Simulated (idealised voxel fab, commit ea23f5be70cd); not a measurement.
Herein follows the process module entitled voxel fin reveal.
cross-section cut | 235 nm wide | cells 5 nm
We lay out every cross-section as a grid of square cells and spell it out in bands from the top down, where one band means one or more rows of cells.
Quick guide to a band line: top height, bottom height (nm) up front; then every material left to right with its width in nm. Only one material and it's marked "everywhere"? Then it fills the band edge to edge. And "empty" just means empty space.
Heights are reckoned from 0. Under this level, the received wafer is all of one material. The bottommost band is open-ended downward, for example "z 0 and below".
With a width like "30..40", each row of cells in the band differs from the next by the same amount, the top row carrying the first number and the bottom row the second.
"remains unaltered" (step): cross-section cells unchanged, all of them.
Enclosed voids (no open way to top), threshold 8 cells or more, entry "Closed void entries", notation width x height at distance, distance from left edge, nm.
Note: text after step settings on the step line = simulator remark on that step.
"overlay nm" on a masked step: distance the mask lay right of its planned place, negative for left.
The following list gives the planned process steps
1 RECEIVE: material Si
2 CONFORMAL_DEP: material SiN, thk nm 5
3 PATTERN: tone cover, mask id FINS, material resist, width nm 15, pitch nm 40, thk nm 20, overlay nm -15
4 DIRECTIONAL_ETCH: etch materials SiN, depth nm 5
5 DIRECTIONAL_ETCH: etch materials Si, depth nm 35
6 STRIP: etch materials resist
7 OXIDIZE: depth nm 5
8 FILL_DEP: material SiO2, thk nm 5
9 CMP: height nm 5
10 SELECTIVE_ETCH: etch materials SiO2, depth nm 15
11 STRIP: etch materials SiN
12 CONFORMAL_DEP: material SiO2, thk nm 5
Wafers differ in overlay nm at step 3; plan lists the first wafer's value; identical starting state.
Received wafers, first of several: cross-section after step 1
- z 0 and below  Si everywhere
- Closed void entries: none
Wafer rows, end of module: cells per material gained (+) or lost (-) since receipt; closed voids last
overlay nm -15 | -344 Si | +321 SiO2 | Closed void entries: none
overlay nm -10 | -344 Si | +321 SiO2 | Closed void entries: none
overlay nm -5 | -344 Si | +321 SiO2 | Closed void entries: none
overlay nm 0 | -344 Si | +321 SiO2 | Closed void entries: none
overlay nm 5 | -344 Si | +321 SiO2 | Closed void entries: none
overlay nm 10 | -344 Si | +321 SiO2 | Closed void entries: none
overlay nm 15 | -344 Si | +321 SiO2 | Closed void entries: none
